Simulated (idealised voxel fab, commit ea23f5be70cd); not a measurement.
The document below concerns the process module designated voxel air gaps.
The cross-section on display is named cut; it measures 265 nm wide, and its cells are 5 nm squares.
Cross-section format: a grid of square cells, given as bands from top to bottom; each band is one or more rows of cells.
It is stipulated that each band's entry specify, in nanometres, the height of the top of the band and then that of its bottom, followed by the materials of the band in left-to-right sequence, each together with its width in nanometres. A single material marked by the word "full width" is understood to fill the band from edge to edge; the word "blank" is understood to denote empty space.
Height 0 is the level under which the wafer as received is all one material. The lowest band goes on downwards, as in "0 down".
A width given as "30 to 40" starts at the first number in the band's top row and ends at the second number in its bottom row, shifting by an equal amount at every step from row to row.
Take "everything unchanged" at face value: in the step it is given for, the cross-section changed in none of its cells.
Closed-off voids of 8+ cells (no open route to the top) go in "Sealed void list", written width x height at distance from the left edge, in nm.
What comes after the settings on a step's line is commentary from the simulator itself on that step.
When a step includes a mask, the "overlay nm" setting on its line states how far to the right of its planned place that mask lay, and negative values state how far to the left.
[Intended process steps]
1: RECEIVE | material Si
2: CONFORMAL_DEP | material SiO2 | thk nm 15
3: CONFORMAL_DEP | material SiCN | thk nm 5
4: DIRECTIONAL_DEP | material lowk | thk nm 35
5: MASKED_ETCH | tone open | mask id LINES | width nm 20 | pitch nm 50 | etch materials lowk | depth nm 35 | overlay nm 0
6: CONFORMAL_DEP | material TiN | thk nm 5
7: FILL_DEP | material Ru | thk nm 5
8: CMP | height nm 55
9: EPI | material Ru | thk nm 10
10: SELECTIVE_ETCH | etch materials lowk | depth nm 45
11: CONFORMAL_DEP | material SiCN | thk nm 5
[Cross-section of the wafer as it came to us, i.e., already through step 1]
	0 down: Si full width
	Sealed void list: none
[First of two wafers at the end of the module, shown in cross-section; run carried out as planned]
	70 to 65: 55 nm blank | 150 nm SiCN | 60 nm blank
	65 to 55: 55 nm blank | 5 nm SiCN | 40 nm Ru | 10 nm SiCN | 40 nm Ru | 10 nm SiCN | 40 nm Ru | 5 nm SiCN | 60 nm blank
	55 to 50: 55 nm blank | 15 nm SiCN | 5 nm TiN | 10 nm Ru | 5 nm TiN | 30 nm SiCN | 5 nm TiN | 10 nm Ru | 5 nm TiN | 30 nm SiCN | 5 nm TiN | 10 nm Ru | 5 nm TiN | 15 nm SiCN | 60 nm blank
	50 to 25: 65 nm blank | 5 nm SiCN | 5 nm TiN | 10 nm Ru | 5 nm TiN | 5 nm SiCN | 20 nm blank | 5 nm SiCN | 5 nm TiN | 10 nm Ru | 5 nm TiN | 5 nm SiCN | 20 nm blank | 5 nm SiCN | 5 nm TiN | 10 nm Ru | 5 nm TiN | 5 nm SiCN | 70 nm blank
	25 to 20: 70 nm SiCN | 20 nm TiN | 30 nm SiCN | 20 nm TiN | 30 nm SiCN | 20 nm TiN | 75 nm SiCN
	20 to 15: SiCN full width
	15 to 0: SiO2 full width
	0 down: Si full width
	Sealed void list: 20 x 25 at 95; 20 x 25 at 145
[Cross-sectional view: second of two wafers, end of module; start and plan identical to the first, one mistake in running]
	70 to 65: 60 nm blank | 45 nm SiCN | 5 nm blank | 45 nm SiCN | 5 nm blank | 45 nm SiCN | 60 nm blank
	65 to 55: 60 nm blank | 5 nm SiCN | 35 nm Ru | 5 nm SiCN | 5 nm blank | 5 nm SiCN | 35 nm Ru | 5 nm SiCN | 5 nm blank | 5 nm SiCN | 35 nm Ru | 5 nm SiCN | 60 nm blank
	55 to 50: 60 nm blank | 15 nm SiCN | 5 nm TiN | 5 nm Ru | 5 nm TiN | 15 nm SiCN | 5 nm blank | 15 nm SiCN | 5 nm TiN | 5 nm Ru | 5 nm TiN | 15 nm SiCN | 5 nm blank | 15 nm SiCN | 5 nm TiN | 5 nm Ru | 5 nm TiN | 15 nm SiCN | 60 nm blank
	50 to 25: 70 nm blank | 5 nm SiCN | 5 nm TiN | 5 nm Ru | 5 nm TiN | 5 nm SiCN | 25 nm blank | 5 nm SiCN | 5 nm TiN | 5 nm Ru | 5 nm TiN | 5 nm SiCN | 25 nm blank | 5 nm SiCN | 5 nm TiN | 5 nm Ru | 5 nm TiN | 5 nm SiCN | 70 nm blank
	25 to 20: 75 nm SiCN | 15 nm TiN | 35 nm SiCN | 15 nm TiN | 35 nm SiCN | 15 nm TiN | 75 nm SiCN
	20 to 15: SiCN full width
	15 to 0: SiO2 full width
	0 down: Si full width
	Sealed void list: none
Error vs. plan: step 5 ran differently from the plan; actual operation with settings: MASKED_ETCH | tone open | mask id LINES | width nm 15 | pitch nm 50 | etch materials lowk | depth nm 35 | overlay nm 0
Final tally in cells, some materials are higher or lower on the second wafer than on the first: Ru: 24 fewer, TiN: 3 fewer
In the final state there are 2 closed voids in the first wafer, compared with 0 in the second wafer.
